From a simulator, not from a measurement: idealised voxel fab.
The process module presented herein is designated voxel spacer lines.
The figure presents cross-section cut, which has a width of 250 nm and is divided into square cells with an edge length of 5 nm.
Throughout this document, each cross-section is represented as a grid of square cells and is presented as a sequence of bands enumerated from the top downward, where a band comprises one or more rows of cells.
Each band's line starts with the height of the band's top and of its bottom, in nm. Then come its materials from left to right, each with its width in nm. One material with "full width" fills the band from edge to edge. "air" is empty space.
Heads up on the height convention: 0 is the point under which the incoming wafer is all one material, and the lowest band has no bottom, it just keeps going down, like "z 0 and below".
The width entry "30 to 40" should be interpreted row by row: the top row of cells in the band takes the first number, the bottom row takes the second number, and the change between adjacent rows is uniform throughout.
Where the words "no alterations made" appear for a step, the cross-section shows no cell changed by that step; every cell remained as before.
Fully closed voids: empty space of 8 cells or more with no open way to the top, each as width x height at its distance from the left edge, in nm
Formally, on a step line, whatever follows the settings is a remark that the simulator itself makes on the step.
For masked steps, "overlay nm" on the step line gives how far right of plan the mask actually lay; a minus sign means it lay to the left.
Listed below are the process steps as planned
1 RECEIVE: material Si
2 CONFORMAL_DEP: material Al2O3, thk nm 10
3 DIRECTIONAL_DEP: material W, thk nm 10
4 DIRECTIONAL_DEP: material aC, thk nm 25
5 PATTERN: tone cover, mask id MANDREL, material resist, width nm 15, pitch nm 60, thk nm 30, overlay nm 0
6 DIRECTIONAL_ETCH: etch materials aC, depth nm 25
7 STRIP: etch materials resist
8 CONFORMAL_DEP: material SiO2, thk nm 15
9 DIRECTIONAL_ETCH: etch materials SiO2, depth nm 15
10 STRIP: etch materials aC
11 DIRECTIONAL_ETCH: etch materials W, depth nm 10
12 STRIP: etch materials SiO2
13 FILL_DEP: material SiO2, thk nm 10
14 CMP: height nm 10
Wafers differ in height nm at step 14; plan lists the first wafer's value; identical starting state.
First wafer of several, as received: cross-section after step 1
	z 0 and below | Si full width
	Fully closed voids: none
For your reference, the table is organized with a row per wafer; each row reflects the wafer at the end of the module, indicating for each material the cells gained (+) or lost (-) since receipt, and thereafter its closed voids
height nm 10; +100 Al2O3; Fully closed voids: none
height nm 15; +100 Al2O3; +38 SiO2; +12 W; Fully closed voids: none
height nm 20; +100 Al2O3; +76 SiO2; +24 W; Fully closed voids: none
height nm 25; +100 Al2O3; +126 SiO2; +24 W; Fully closed voids: none
height nm 30; +100 Al2O3; +176 SiO2; +24 W; Fully closed voids: none
